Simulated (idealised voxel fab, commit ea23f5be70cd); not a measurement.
Proc. module: voxel gate over fins
In the cross-section labelled cut, the width is 205 nm and each square cell is 5 nm.
A cross-section is written here as square cells arranged in a grid, and it is given in bands from the top down, each band taking up one or more rows of cells. What a band's entry tells you: where the top is and where the bottom is, as heights in nm, and after that what lies inside, material by material from left to right, each with its width in nm. Empty space is written as the word "empty", and a single material marked with the word "everywhere" occupies the band from edge to edge. Basically, 0 is our baseline, since under it the wafer straight out of the box is all one material. The bottom band has no lower end and keeps on going down, so it looks like "top 0, no bottom". Graded width ("30->40"): value in top row of band = first number; value in bottom row = second number; row-to-row change constant. Step note "no modification" = no cross-section cell changed. "Enclosed void list" specifies each empty space that is not open to the top and that occupies no fewer than 8 cells, using the form width x height at distance, the distance measured from the left edge and all three quantities in nm. Heads up: the bit after the settings on a step's line is the simulator's remark on that step. "overlay nm" on a masked step: distance the mask lay right of its planned place, negative for left.
# Planned step list for the process
step 1: RECEIVE [material Si]
step 2: CONFORMAL_DEP [material SiN] [thk nm 5]
step 3: DIRECTIONAL_DEP [material aC] [thk nm 15]
step 4: PATTERN [tone cover] [mask id FINS] [material resist] [width nm 15] [pitch nm 45] [thk nm 30] [overlay nm -10]
step 5: DIRECTIONAL_ETCH [etch materials aC] [depth nm 15]
step 6: STRIP [etch materials resist]
step 7: DIRECTIONAL_ETCH [etch materials SiN] [depth nm 5]
step 8: DIRECTIONAL_ETCH [etch materials Si] [depth nm 40]
step 9: STRIP [etch materials aC]
step 10: FILL_DEP [material SiO2] [thk nm 5]
step 11: CMP [height nm 5]
step 12: SELECTIVE_ETCH [etch materials SiO2] [depth nm 20]
step 13: STRIP [etch materials SiN]
step 14: CONFORMAL_DEP [material HfO2] [thk nm 5]
step 15: CONFORMAL_DEP [material TiN] [thk nm 5]
step 16: FILL_DEP [material W] [thk nm 15]
step 17: CMP [height nm 20]
step 18: CONFORMAL_DEP [material SiCN] [thk nm 10]
Be aware that, although all wafers share a common starting state, the overlay nm at step 4 differs among them, and the plan displays the first wafer's value.
# First of several wafers, received after step 1, in cross-section
top 0, no bottom | Si everywhere
Enclosed void list: none
# Module finished, last step 18 done: cross-section of the first of several wafers
top 30, bottom 20 | SiCN everywhere
top 20, bottom 10 | W everywhere
top 10, bottom 5 | 5 of W; 35 of TiN; 10 of W; 35 of TiN; 10 of W; 35 of TiN; 10 of W; 35 of TiN; 30 of W
top 5, bottom 0 | 5 of W; 5 of TiN; 25 of HfO2; 5 of TiN; 10 of W; 5 of TiN; 25 of HfO2; 5 of TiN; 10 of W; 5 of TiN; 25 of HfO2; 5 of TiN; 10 of W; 5 of TiN; 25 of HfO2; 5 of TiN; 30 of W
top 0, bottom -5 | 5 of W; 5 of TiN; 5 of HfO2; 15 of Si; 5 of HfO2; 5 of TiN; 10 of W; 5 of TiN; 5 of HfO2; 15 of Si; 5 of HfO2; 5 of TiN; 10 of W; 5 of TiN; 5 of HfO2; 15 of Si; 5 of HfO2; 5 of TiN; 10 of W; 5 of TiN; 5 of HfO2; 15 of Si; 5 of HfO2; 5 of TiN; 30 of W
top -5, bottom -10 | 10 of TiN; 5 of HfO2; 15 of Si; 5 of HfO2; 20 of TiN; 5 of HfO2; 15 of Si; 5 of HfO2; 20 of TiN; 5 of HfO2; 15 of Si; 5 of HfO2; 20 of TiN; 5 of HfO2; 15 of Si; 5 of HfO2; 35 of TiN
top -10, bottom -15 | 15 of HfO2; 15 of Si; 30 of HfO2; 15 of Si; 30 of HfO2; 15 of Si; 30 of HfO2; 15 of Si; 40 of HfO2
top -15, bottom -40 | 15 of SiO2; 15 of Si; 30 of SiO2; 15 of Si; 30 of SiO2; 15 of Si; 30 of SiO2; 15 of Si; 40 of SiO2
top -40, no bottom | Si everywhere
Enclosed void list: none
# Last wafer, end of module, cross-section
top 30, bottom 20 | SiCN everywhere
top 20, bottom 10 | W everywhere
top 10, bottom 5 | 30 of W; 35 of TiN; 10 of W; 35 of TiN; 10 of W; 35 of TiN; 10 of W; 35 of TiN; 5 of W
top 5, bottom 0 | 30 of W; 5 of TiN; 25 of HfO2; 5 of TiN; 10 of W; 5 of TiN; 25 of HfO2; 5 of TiN; 10 of W; 5 of TiN; 25 of HfO2; 5 of TiN; 10 of W; 5 of TiN; 25 of HfO2; 5 of TiN; 5 of W
top 0, bottom -5 | 30 of W; 5 of TiN; 5 of HfO2; 15 of Si; 5 of HfO2; 5 of TiN; 10 of W; 5 of TiN; 5 of HfO2; 15 of Si; 5 of HfO2; 5 of TiN; 10 of W; 5 of TiN; 5 of HfO2; 15 of Si; 5 of HfO2; 5 of TiN; 10 of W; 5 of TiN; 5 of HfO2; 15 of Si; 5 of HfO2; 5 of TiN; 5 of W
top -5, bottom -10 | 35 of TiN; 5 of HfO2; 15 of Si; 5 of HfO2; 20 of TiN; 5 of HfO2; 15 of Si; 5 of HfO2; 20 of TiN; 5 of HfO2; 15 of Si; 5 of HfO2; 20 of TiN; 5 of HfO2; 15 of Si; 5 of HfO2; 10 of TiN
top -10, bottom -15 | 40 of HfO2; 15 of Si; 30 of HfO2; 15 of Si; 30 of HfO2; 15 of Si; 30 of HfO2; 15 of Si; 15 of HfO2
top -15, bottom -40 | 40 of SiO2; 15 of Si; 30 of SiO2; 15 of Si; 30 of SiO2; 15 of Si; 30 of SiO2; 15 of Si; 15 of SiO2
top -40, no bottom | Si everywhere
Enclosed void list: none
# Heads up, this table goes wafer by wafer. A row tells you, at the end of the module, how many cells of each material that wafer has put on (+) or dropped (-) since it was received, and then its closed voids
overlay nm -10; +65 HfO2; -232 Si; +82 SiCN; +145 SiO2; +65 TiN; +121 W; Enclosed void list: none
overlay nm -5; +65 HfO2; -232 Si; +82 SiCN; +145 SiO2; +65 TiN; +121 W; Enclosed void list: none
overlay nm 0; +65 HfO2; -232 Si; +82 SiCN; +145 SiO2; +65 TiN; +121 W; Enclosed void list: none
overlay nm 5; +65 HfO2; -232 Si; +82 SiCN; +145 SiO2; +65 TiN; +121 W; Enclosed void list: none
overlay nm 10; +65 HfO2; -232 Si; +82 SiCN; +145 SiO2; +65 TiN; +121 W; Enclosed void list: none
overlay nm 15; +65 HfO2; -232 Si; +82 SiCN; +145 SiO2; +65 TiN; +121 W; Enclosed void list: none
